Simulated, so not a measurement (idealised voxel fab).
The process module presented herein is designated voxel tone inversion.
For reference, the cross-section in this document is cut, with width 295 nm and square cells of 5 nm.
Cross-section format: a grid of square cells, given as bands from top to bottom; each band is one or more rows of cells. Band: top height; bottom height; in nm. Then, left to right: material with width in nm, for each material. "full width": a single material spanning edge to edge. "blank": empty space. Basically, 0 is our baseline, since under it the wafer straight out of the box is all one material. The bottom band has no lower end and keeps on going down, so it looks like "0 -> down". You'd read "30 to 40" like this: the band's top row of cells is as wide as the first number, its bottom row is as wide as the second, and going down, every row changes width by the same amount as the row before did. Key: "all unchanged" - step with no changed cell in the cross-section. Closed-off voids of 8+ cells (no open route to the top) go in "Fully sealed cavities", written width x height at distance from the left edge, in nm. On each step's line, the part that comes after the settings is the simulator's own comment on the step. overlay nm: how far to the right of its planned place the mask lay on this masked step (negative: to the left).
Steps planned for the process
1. RECEIVE | material Si
2. CONFORMAL_DEP | material SiN | thk nm 10
3. DIRECTIONAL_DEP | material polySi | thk nm 15
4. PATTERN | tone cover | mask id POSTS | material resist | width nm 15 | pitch nm 40 | thk nm 25 | overlay nm 0
5. DIRECTIONAL_ETCH | etch materials polySi | depth nm 15
6. STRIP | etch materials resist
7. FILL_DEP | material lowk | thk nm 5
8. CMP | height nm 25
9. STRIP | etch materials polySi
10. CONFORMAL_DEP | material TiN | thk nm 5
11. FILL_DEP | material Ru | thk nm 5
12. CMP | height nm 25
13. CONFORMAL_DEP | material SiN | thk nm 5
Cross-section: wafer on arrival = after step 1
> 0 -> down | Si full width
> Fully sealed cavities: none
First of two wafers, end-of-module section, run followed plan
> 30 -> 25 | SiN full width
> 25 -> 15 | 120 nm lowk; 5 nm TiN; 5 nm Ru; 5 nm TiN; 25 nm lowk; 5 nm TiN; 5 nm Ru; 5 nm TiN; 120 nm lowk
> 15 -> 10 | 120 nm lowk; 15 nm TiN; 25 nm lowk; 15 nm TiN; 120 nm lowk
> 10 -> 0 | SiN full width
> 0 -> down | Si full width
> Fully sealed cavities: none
Cross-sectional view of the second of two wafers upon completion of the module. This wafer shared its starting condition and process plan with the first; one error was made during its execution
> 30 -> 25 | SiN full width
> 25 -> 20 | Ru full width
> 20 -> 15 | 125 nm TiN; 5 nm Ru; 35 nm TiN; 5 nm Ru; 125 nm TiN
> 15 -> 10 | 120 nm lowk; 15 nm TiN; 25 nm lowk; 15 nm TiN; 120 nm lowk
> 10 -> 0 | SiN full width
> 0 -> down | Si full width
> Fully sealed cavities: none
Here's what went sideways: rather than as planned, step 8 actually ran as CMP | height nm 15
End of process, cell counts, second wafer against first, materials with more or fewer: +57 Ru; +49 TiN; -106 lowk
